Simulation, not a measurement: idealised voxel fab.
Process module under the name voxel tone inversion
The width of the displayed cross-section, cut, is 175 nm; its cells are square, with a size of 5 nm.
Each cross-section below is a grid of square cells, stated as bands in top-down order, with one or more rows of cells making up each band. Band entry format. Leading values: height of top, height of bottom, nm. Remainder: materials in left-to-right order, each with its width in nm. Special words: "throughout" on a single material, which then fills the band edge to edge; "air", empty space. Note: height 0 marks the level under which the wafer is uniformly one material as received. Lowest band unbounded below, written "0 and below". A width such as "30->40" changes by the same amount from each row of cells to the next, from the band's top row to its bottom row. "no alterations made" means the step left every cell of the cross-section as it was. Empty spaces without an open route to the top, at least 8 cells in extent, make up the entry "Completely sealed voids"; each is given as width x height at distance, where the distance is measured from the left edge, and all are in nm. Text after the settings on a step's line: the simulator's own remark on that step. Each step line may optionally specify "overlay nm", which for a step with a mask gives the rightward distance between the mask's planned place and where it lay, a negative value indicating the leftward direction.

INTENDED PROCESS STEPS
1 RECEIVE, material Si
2 CONFORMAL_DEP, material SiCN, thk nm 10
3 DIRECTIONAL_DEP, material polySi, thk nm 25
4 PATTERN, tone cover, mask id POSTS, material resist, width nm 25, pitch nm 50, thk nm 35, overlay nm -10
5 DIRECTIONAL_ETCH, etch materials polySi, depth nm 25
6 STRIP, etch materials resist
7 FILL_DEP, material SiO2, thk nm 10
8 CMP, height nm 35
9 STRIP, etch materials polySi
10 CONFORMAL_DEP, material TiN, thk nm 5
11 FILL_DEP, material Cu, thk nm 10
12 CMP, height nm 35
13 CONFORMAL_DEP, material SiCN, thk nm 5
The plan shows the overlay nm of step 4 as the first wafer had it; this setting differs between the wafers, which start out alike.

RECEIVED CONDITION OF THE FIRST OF SEVERAL WAFERS, SECTIONED: POST-STEP 1
* 0 and below | Si throughout
* Completely sealed voids: none

LAST STEP OF THE MODULE IS STEP 13; AFTER IT, THE FIRST OF SEVERAL WAFERS IN CROSS-SECTION
* 40 down to 35 | SiCN throughout
* 35 down to 15 | 15 nm SiO2, 5 nm TiN, 15 nm Cu, 5 nm TiN, 25 nm SiO2, 5 nm TiN, 15 nm Cu, 5 nm TiN, 25 nm SiO2, 5 nm TiN, 15 nm Cu, 5 nm TiN, 35 nm SiO2
* 15 down to 10 | 15 nm SiO2, 25 nm TiN, 25 nm SiO2, 25 nm TiN, 25 nm SiO2, 25 nm TiN, 35 nm SiO2
* 10 down to 0 | SiCN throughout
* 0 and below | Si throughout
* Completely sealed voids: none

THE LAST WAFER AS SEEN IN CROSS-SECTION AT THE END OF THE MODULE
* 40 down to 35 | SiCN throughout
* 35 down to 15 | 35 nm SiO2, 5 nm TiN, 15 nm Cu, 5 nm TiN, 25 nm SiO2, 5 nm TiN, 15 nm Cu, 5 nm TiN, 25 nm SiO2, 5 nm TiN, 15 nm Cu, 5 nm TiN, 15 nm SiO2
* 15 down to 10 | 35 nm SiO2, 25 nm TiN, 25 nm SiO2, 25 nm TiN, 25 nm SiO2, 25 nm TiN, 15 nm SiO2
* 10 down to 0 | SiCN throughout
* 0 and below | Si throughout
* Completely sealed voids: none

TABULATED BELOW, WAFER BY WAFER, ARE THE END-OF-MODULE RESULTS: FOR EACH MATERIAL, THE NUMBER OF CELLS GAINED (+) OR LOST (-) RELATIVE TO THE AS-RECEIVED STATE, FOLLOWED BY THE CLOSED VOIDS
overlay nm -10 | +36 Cu | +105 SiCN | +100 SiO2 | +39 TiN | Completely sealed voids: none
overlay nm -5 | +36 Cu | +105 SiCN | +100 SiO2 | +39 TiN | Completely sealed voids: none
overlay nm 0 | +36 Cu | +105 SiCN | +100 SiO2 | +39 TiN | Completely sealed voids: none
overlay nm 5 | +36 Cu | +105 SiCN | +100 SiO2 | +39 TiN | Completely sealed voids: none
overlay nm 10 | +36 Cu | +105 SiCN | +100 SiO2 | +39 TiN | Completely sealed voids: none
